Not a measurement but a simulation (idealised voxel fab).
This is a process module. Its name is voxel released beams.
The cross-section on display is named cut; it measures 140 nm wide, and its cells are 5 nm squares.
Throughout this document, each cross-section is represented as a grid of square cells and is presented as a sequence of bands enumerated from the top downward, where a band comprises one or more rows of cells. Top height, bottom height, nm. Materials left to right, width each, nm. Single material + "all across" = fills band edge to edge. "empty" = empty. Measure heights from 0. That's the level where, below it, the as-received wafer is all one material. The lowest band is bottomless and extends downward; write it as in "0..down". Width "30..40": first value at the band's top row of cells, second value at its bottom row, equal change from row to row. "nothing was modified" means the step left every cell of the cross-section as it was. The list in "Sealed cavities" covers empty spaces of 8 cells or more that cannot reach the top through any open way, and it gives each as width x height at distance; the distance is from the left edge, and width, height and distance are in nm. Step line, after settings: the simulator's comment on this step. The line of a step may include "overlay nm". On a step with a mask, this value is how far to the right of its planned place the mask lay. A negative value means the mask lay to the left.

So here's the lineup of process steps we planned
1 RECEIVE, material Si
2 CONFORMAL_DEP, material SiN, thk nm 5
3 DIRECTIONAL_DEP, material SiO2, thk nm 10
4 DIRECTIONAL_DEP, material aC, thk nm 15
5 PATTERN, tone open, mask id ANCHOR, material resist, width nm 15, thk nm 30, overlay nm 0
6 DIRECTIONAL_ETCH, etch materials aC, depth nm 15
7 STRIP, etch materials resist
8 DIRECTIONAL_ETCH, etch materials SiO2, depth nm 10
9 STRIP, etch materials aC
10 CONFORMAL_DEP, material W, thk nm 10
11 MASKED_ETCH, tone cover, mask id BEAM, width nm 70, etch materials W, depth nm 10, overlay nm 0
12 STRIP, etch materials SiO2
Wafer-to-wafer difference: width nm, step 5. Common start. Plan = first wafer's value.

Cross-section of the first of several wafers on receipt, reflecting completion of step 1
0..down: Si all across
Sealed cavities: none

The following table contains a row per wafer, in which are reported, at the conclusion of the module, the cells of each material gained (+) or lost (-) since the wafer's receipt, with its closed voids given thereafter
width nm 15, +28 SiN, +34 W, Sealed cavities: none
width nm 20, +28 SiN, +36 W, Sealed cavities: none
width nm 25, +28 SiN, +36 W, Sealed cavities: none
width nm 30, +28 SiN, +36 W, Sealed cavities: none
width nm 35, +28 SiN, +36 W, Sealed cavities: none
width nm 40, +28 SiN, +36 W, Sealed cavities: none
